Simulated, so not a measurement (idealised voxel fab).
Presented below is a process module, voxel gate over fins.
Section cut is 275 nm wide and gridded with 5 nm square cells.
We lay out every cross-section as a grid of square cells and spell it out in bands from the top down, where one band means one or more rows of cells.
Each band's line starts with the height of the band's top and of its bottom, in nm. Then come its materials from left to right, each with its width in nm. One material with "full width" fills the band from edge to edge. "empty" is empty space.
Beneath 0, the wafer as received is one material, and that level is where height counting begins. The lowest band goes on downward without a bottom; it is written like "0 and below".
So if you see something like "30 to 40" for the width, read it as the top row of the band sitting at the first number and the bottom row at the second, with every row in between moving by the same amount as the last.
Any step labelled "nothing altered" changed none of the cells in the cross-section.
Under "Enclosed void inventory" you'll find the enclosed gaps, the ones with no way out to the top, that are 8 cells or bigger; each reads width x height at distance, with distance counted from the left edge, everything in nm.
Post-settings text on a step line: simulator's own remark regarding the step.
The setting "overlay nm" may be written on the line of a step. When the step uses a mask, the value reports how far to the right of the planned place the mask lay, and a negative value reports that it lay to the left.

### Below is the list of planned process steps
- 1: RECEIVE with material Si
- 2: CONFORMAL_DEP with material SiN, thk nm 10
- 3: PATTERN with tone cover, mask id FINS, material resist, width nm 15, pitch nm 50, thk nm 15, overlay nm 0
- 4: DIRECTIONAL_ETCH with etch materials SiN, depth nm 10
- 5: DIRECTIONAL_ETCH with etch materials Si, depth nm 40
- 6: STRIP with etch materials resist
- 7: OXIDIZE with depth nm 5
- 8: FILL_DEP with material SiO2, thk nm 5
- 9: CMP with height nm 10
- 10: DIRECTIONAL_DEP with material aC, thk nm 10
- 11: PATTERN with tone open, mask id RAIL, material resist, width nm 15, thk nm 30, overlay nm 0
- 12: DIRECTIONAL_ETCH with etch materials aC, depth nm 10
- 13: STRIP with etch materials resist
- 14: DIRECTIONAL_ETCH with etch materials SiO2, depth nm 45
- 15: STRIP with etch materials aC
- 16: CONFORMAL_DEP with material TiN, thk nm 5
- 17: FILL_DEP with material Ru, thk nm 5
- 18: CMP with height nm 10
- 19: SELECTIVE_ETCH with etch materials W Ru TiN, depth nm 30
- 20: FILL_DEP with material SiO2, thk nm 5
- 21: CMP with height nm 10
- 22: SELECTIVE_ETCH with etch materials SiO2, depth nm 20
- 23: STRIP with etch materials SiN
- 24: CONFORMAL_DEP with material HfO2, thk nm 5
- 25: CONFORMAL_DEP with material TiN, thk nm 5
- 26: CONFORMAL_DEP with material TiAl, thk nm 5
- 27: CONFORMAL_DEP with material TiN, thk nm 5
- 28: FILL_DEP with material W, thk nm 15
- 29: CMP with height nm 30
- 30: CONFORMAL_DEP with material SiCN, thk nm 5

### Cross-section of the wafer as it came to us, i.e., already through step 1
* 0 and below = Si full width
* Enclosed void inventory: none

### Cross-sectional view of the first of the two wafers upon completion of the module, processed in accordance with the plan
* 35 down to 30 = SiCN full width
* 30 down to 20 = W full width
* 20 down to 15 = 40 of W / 45 of TiN / 5 of W / 45 of TiN / 5 of W / 45 of TiN / 5 of W / 45 of TiN / 40 of W
* 15 down to 10 = 40 of W / 5 of TiN / 35 of TiAl / 5 of TiN / 5 of W / 5 of TiN / 35 of TiAl / 5 of TiN / 5 of W / 5 of TiN / 35 of TiAl / 5 of TiN / 5 of W / 5 of TiN / 35 of TiAl / 5 of TiN / 40 of W
* 10 down to 5 = 45 of TiN / 5 of TiAl / 25 of TiN / 5 of TiAl / 15 of TiN / 5 of TiAl / 25 of TiN / 5 of TiAl / 15 of TiN / 5 of TiAl / 25 of TiN / 5 of TiAl / 15 of TiN / 5 of TiAl / 25 of TiN / 5 of TiAl / 45 of TiN
* 5 down to 0 = 50 of TiAl / 5 of TiN / 15 of HfO2 / 5 of TiN / 25 of TiAl / 5 of TiN / 15 of HfO2 / 5 of TiN / 25 of TiAl / 5 of TiN / 15 of HfO2 / 5 of TiN / 25 of TiAl / 5 of TiN / 15 of HfO2 / 5 of TiN / 50 of TiAl
* 0 down to -5 = 55 of TiN / 5 of HfO2 / 5 of Si / 5 of HfO2 / 35 of TiN / 5 of HfO2 / 5 of Si / 5 of HfO2 / 35 of TiN / 5 of HfO2 / 5 of Si / 5 of HfO2 / 35 of TiN / 5 of HfO2 / 5 of Si / 5 of HfO2 / 55 of TiN
* -5 down to -10 = 60 of HfO2 / 5 of Si / 45 of HfO2 / 5 of Si / 45 of HfO2 / 5 of Si / 45 of HfO2 / 5 of Si / 60 of HfO2
* -10 down to -20 = 60 of SiO2 / 5 of Si / 45 of SiO2 / 5 of Si / 45 of SiO2 / 5 of Si / 45 of SiO2 / 5 of Si / 60 of SiO2
* -20 down to -30 = 60 of SiO2 / 5 of Si / 15 of SiO2 / 5 of TiN / 5 of Ru / 5 of TiN / 15 of SiO2 / 5 of Si / 45 of SiO2 / 5 of Si / 45 of SiO2 / 5 of Si / 60 of SiO2
* -30 down to -35 = 60 of SiO2 / 5 of Si / 15 of SiO2 / 15 of TiN / 15 of SiO2 / 5 of Si / 45 of SiO2 / 5 of Si / 45 of SiO2 / 5 of Si / 60 of SiO2
* -35 down to -45 = 60 of SiO2 / 5 of Si / 45 of SiO2 / 5 of Si / 45 of SiO2 / 5 of Si / 45 of SiO2 / 5 of Si / 60 of SiO2
* -45 and below = Si full width
* Enclosed void inventory: none

### Cross-section of the latter of the two wafers at module completion. It had an identical start and an identical plan to the former; in running it, one mistake was made
* 35 down to 30 = SiCN full width
* 30 down to 15 = W full width
* 15 down to 5 = 45 of W / 35 of TiN / 15 of W / 35 of TiN / 15 of W / 35 of TiN / 15 of W / 35 of TiN / 45 of W
* 5 down to 0 = 55 of TiN / 15 of HfO2 / 35 of TiN / 15 of HfO2 / 35 of TiN / 15 of HfO2 / 35 of TiN / 15 of HfO2 / 55 of TiN
* 0 down to -5 = 55 of TiN / 5 of HfO2 / 5 of Si / 5 of HfO2 / 35 of TiN / 5 of HfO2 / 5 of Si / 5 of HfO2 / 35 of TiN / 5 of HfO2 / 5 of Si / 5 of HfO2 / 35 of TiN / 5 of HfO2 / 5 of Si / 5 of HfO2 / 55 of TiN
* -5 down to -10 = 60 of HfO2 / 5 of Si / 45 of HfO2 / 5 of Si / 45 of HfO2 / 5 of Si / 45 of HfO2 / 5 of Si / 60 of HfO2
* -10 down to -20 = 60 of SiO2 / 5 of Si / 45 of SiO2 / 5 of Si / 45 of SiO2 / 5 of Si / 45 of SiO2 / 5 of Si / 60 of SiO2
* -20 down to -30 = 60 of SiO2 / 5 of Si / 15 of SiO2 / 5 of TiN / 5 of Ru / 5 of TiN / 15 of SiO2 / 5 of Si / 45 of SiO2 / 5 of Si / 45 of SiO2 / 5 of Si / 60 of SiO2
* -30 down to -35 = 60 of SiO2 / 5 of Si / 15 of SiO2 / 15 of TiN / 15 of SiO2 / 5 of Si / 45 of SiO2 / 5 of Si / 45 of SiO2 / 5 of Si / 60 of SiO2
* -35 down to -45 = 60 of SiO2 / 5 of Si / 45 of SiO2 / 5 of Si / 45 of SiO2 / 5 of Si / 45 of SiO2 / 5 of Si / 60 of SiO2
* -45 and below = Si full width
* Enclosed void inventory: none
Deviation noted in wafer processing: step 26 of the plan did not run at all; it was left out
Final wafer comparison in cells, second versus first, more or fewer per material: -71 TiAl, +71 W
